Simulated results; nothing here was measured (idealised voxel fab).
process module | voxel self aligned contacts
cross-section cut | 250 nm wide | cells 5 nm
A cross-section is a grid of square cells, given in bands from the top down. A band is one or more rows of cells.
Each band's line starts with the height of the band's top and of its bottom, in nm. Then come its materials from left to right, each with its width in nm. One material with "throughout" fills the band from edge to edge. "air" is empty space.
Height 0 is the level under which the wafer as received is all one material. The lowest band goes on downwards, as in "0 down".
A width such as "30 to 40" changes by the same amount from each row of cells to the next, from the band's top row to its bottom row.
"no change" after a step means that no cell of the cross-section changed.
closed voids: empty space of 8 cells or more with no open way to the top, each as width x height at its distance from the left edge, in nm
after a step's settings: what the simulator itself notes on the step
overlay nm, on a step with a mask: how far to the right of its planned place the mask lay; to the left if negative
plan
1 op RECEIVE | material Si
2 op OXIDIZE | depth nm 5
3 op DIRECTIONAL_DEP | material polySi | thk nm 30
4 op DIRECTIONAL_DEP | material SiN | thk nm 20
5 op PATTERN | tone cover | mask id GATE | material resist | width nm 25 | pitch nm 60 | thk nm 15 | overlay nm 0
6 op DIRECTIONAL_ETCH | etch materials SiN | depth nm 20
7 op DIRECTIONAL_ETCH | etch materials polySi | depth nm 30
8 op STRIP | etch materials resist
9 op CONFORMAL_DEP | material SiN | thk nm 10
10 op DIRECTIONAL_ETCH | etch materials SiN | depth nm 10
11 op FILL_DEP | material SiO2 | thk nm 10
12 op CMP | height nm 55
13 op DIRECTIONAL_DEP | material aC | thk nm 15
14 op PATTERN | tone open | mask id CONTACT | material resist | width nm 45 | thk nm 35 | overlay nm 0
15 op DIRECTIONAL_ETCH | etch materials aC | depth nm 15
16 op STRIP | etch materials resist
17 op DIRECTIONAL_ETCH | etch materials SiO2 | depth nm 60
18 op STRIP | etch materials aC
19 op CONFORMAL_DEP | material TiN | thk nm 5
20 op FILL_DEP | material W | thk nm 10
21 op CMP | height nm 55
22 op CONFORMAL_DEP | material SiCN | thk nm 5
first wafer, as planned
as received, after step 1
  0 down: Si throughout
  closed voids: none
after step 2
  0 to -5: SiO2 throughout
  below -5: unchanged
after step 3
  30 to 0: polySi throughout
  below 0: unchanged
after step 4
  50 to 30: SiN throughout
  below 30: unchanged
after step 5
  65 to 50: air 80 | resist 25 | air 35 | resist 25 | air 85
  below 50: unchanged
after step 6
  65 to 50: air 80 | resist 25 | air 35 | resist 25 | air 85
  50 to 30: air 80 | SiN 25 | air 35 | SiN 25 | air 85
  below 30: unchanged
after step 7
  65 to 50: air 80 | resist 25 | air 35 | resist 25 | air 85
  50 to 30: air 80 | SiN 25 | air 35 | SiN 25 | air 85
  30 to 0: air 80 | polySi 25 | air 35 | polySi 25 | air 85
  below 0: unchanged
after step 8
  50 to 30: air 80 | SiN 25 | air 35 | SiN 25 | air 85
  below 30: unchanged
after step 9
  60 to 30: air 70 | SiN 45 | air 15 | SiN 45 | air 75
  30 to 10: air 70 | SiN 10 | polySi 25 | SiN 10 | air 15 | SiN 10 | polySi 25 | SiN 10 | air 75
  10 to 0: SiN 80 | polySi 25 | SiN 35 | polySi 25 | SiN 85
  below 0: unchanged
after step 10
  50 to 30: air 70 | SiN 45 | air 15 | SiN 45 | air 75
  30 to 0: air 70 | SiN 10 | polySi 25 | SiN 10 | air 15 | SiN 10 | polySi 25 | SiN 10 | air 75
  below 0: unchanged
after step 11
  60 to 50: SiO2 throughout
  50 to 30: SiO2 70 | SiN 45 | SiO2 15 | SiN 45 | SiO2 75
  30 to 0: SiO2 70 | SiN 10 | polySi 25 | SiN 10 | SiO2 15 | SiN 10 | polySi 25 | SiN 10 | SiO2 75
  below 0: unchanged
after step 12
  55 to 50: SiO2 throughout
  below 50: unchanged
after step 13
  70 to 55: aC throughout
  below 55: unchanged
after step 14
  105 to 70: resist 100 | air 45 | resist 105
  below 70: unchanged
after step 15
  90 to 70: resist 100 | air 45 | resist 105
  70 to 55: aC 100 | air 45 | aC 105
  below 55: unchanged
after step 16
  70 to 55: aC 100 | air 45 | aC 105
  below 55: unchanged
after step 17
  70 to 55: aC 100 | air 45 | aC 105
  55 to 50: SiO2 100 | air 45 | SiO2 105
  50 to 30: SiO2 70 | SiN 45 | air 15 | SiN 45 | SiO2 75
  30 to 0: SiO2 70 | SiN 10 | polySi 25 | SiN 10 | air 15 | SiN 10 | polySi 25 | SiN 10 | SiO2 75
  0 to -5: SiO2 115 | air 15 | SiO2 120
  below -5: unchanged
after step 18
  55 to 50: SiO2 100 | air 45 | SiO2 105
  below 50: unchanged
after step 19
  60 to 55: TiN 105 | air 35 | TiN 110
  55 to 50: SiO2 100 | TiN 20 | air 5 | TiN 20 | SiO2 105
  50 to 30: SiO2 70 | SiN 45 | TiN 5 | air 5 | TiN 5 | SiN 45 | SiO2 75
  30 to 0: SiO2 70 | SiN 10 | polySi 25 | SiN 10 | TiN 5 | air 5 | TiN 5 | SiN 10 | polySi 25 | SiN 10 | SiO2 75
  0 to -5: SiO2 115 | TiN 15 | SiO2 120
  below -5: unchanged
after step 20
  70 to 60: W throughout
  60 to 55: TiN 105 | W 35 | TiN 110
  55 to 50: SiO2 100 | TiN 20 | W 5 | TiN 20 | SiO2 105
  50 to 30: SiO2 70 | SiN 45 | TiN 5 | W 5 | TiN 5 | SiN 45 | SiO2 75
  30 to 0: SiO2 70 | SiN 10 | polySi 25 | SiN 10 | TiN 5 | W 5 | TiN 5 | SiN 10 | polySi 25 | SiN 10 | SiO2 75
  below 0: unchanged
after step 21
  55 to 50: SiO2 100 | TiN 20 | W 5 | TiN 20 | SiO2 105
  below 50: unchanged
after step 22
  60 to 55: SiCN throughout
  below 55: unchanged
second wafer: like start, like plan, one mistake. Through step 8 it matches the first wafer
when step 9 should have ended
  40 to 30: air 80 | SiN 25 | air 35 | SiN 25 | air 85
  below 30: unchanged
when step 10 should have ended
  50 to 30: air 70 | SiN 45 | air 15 | SiN 45 | air 75
  30 to 10: air 70 | SiN 10 | polySi 25 | SiN 10 | air 15 | SiN 10 | polySi 25 | SiN 10 | air 75
  10 to 0: SiN 80 | polySi 25 | SiN 35 | polySi 25 | SiN 85
  below 0: unchanged
when step 11 should have ended
  60 to 50: SiO2 throughout
  50 to 30: SiO2 70 | SiN 45 | SiO2 15 | SiN 45 | SiO2 75
  30 to 10: SiO2 70 | SiN 10 | polySi 25 | SiN 10 | SiO2 15 | SiN 10 | polySi 25 | SiN 10 | SiO2 75
  below 10: unchanged
when step 12 should have ended
  55 to 50: SiO2 throughout
  below 50: unchanged
when step 13 should have ended
  70 to 55: aC throughout
  below 55: unchanged
when step 14 should have ended
  105 to 70: resist 100 | air 45 | resist 105
  below 70: unchanged
when step 15 should have ended
  90 to 70: resist 100 | air 45 | resist 105
  70 to 55: aC 100 | air 45 | aC 105
  below 55: unchanged
when step 16 should have ended
  70 to 55: aC 100 | air 45 | aC 105
  below 55: unchanged
when step 17 should have ended
  70 to 55: aC 100 | air 45 | aC 105
  55 to 50: SiO2 100 | air 45 | SiO2 105
  50 to 30: SiO2 70 | SiN 45 | air 15 | SiN 45 | SiO2 75
  30 to 10: SiO2 70 | SiN 10 | polySi 25 | SiN 10 | air 15 | SiN 10 | polySi 25 | SiN 10 | SiO2 75
  below 10: unchanged
when step 18 should have ended
  55 to 50: SiO2 100 | air 45 | SiO2 105
  below 50: unchanged
when step 19 should have ended
  60 to 55: TiN 105 | air 35 | TiN 110
  55 to 50: SiO2 100 | TiN 20 | air 5 | TiN 20 | SiO2 105
  50 to 30: SiO2 70 | SiN 45 | TiN 5 | air 5 | TiN 5 | SiN 45 | SiO2 75
  30 to 15: SiO2 70 | SiN 10 | polySi 25 | SiN 10 | TiN 5 | air 5 | TiN 5 | SiN 10 | polySi 25 | SiN 10 | SiO2 75
  15 to 10: SiO2 70 | SiN 10 | polySi 25 | SiN 10 | TiN 15 | SiN 10 | polySi 25 | SiN 10 | SiO2 75
  below 10: unchanged
when step 20 should have ended
  70 to 60: W throughout
  60 to 55: TiN 105 | W 35 | TiN 110
  55 to 50: SiO2 100 | TiN 20 | W 5 | TiN 20 | SiO2 105
  50 to 30: SiO2 70 | SiN 45 | TiN 5 | W 5 | TiN 5 | SiN 45 | SiO2 75
  30 to 15: SiO2 70 | SiN 10 | polySi 25 | SiN 10 | TiN 5 | W 5 | TiN 5 | SiN 10 | polySi 25 | SiN 10 | SiO2 75
  below 15: unchanged
when step 21 should have ended
  55 to 50: SiO2 100 | TiN 20 | W 5 | TiN 20 | SiO2 105
  below 50: unchanged
when step 22 should have ended
  60 to 55: SiCN throughout
  below 55: unchanged
what went wrong: steps 9 and 10 were swapped
at the end the second wafer has, in cells: 64 more of SiN | 55 fewer of SiO2 | 6 fewer of TiN | 3 fewer of W
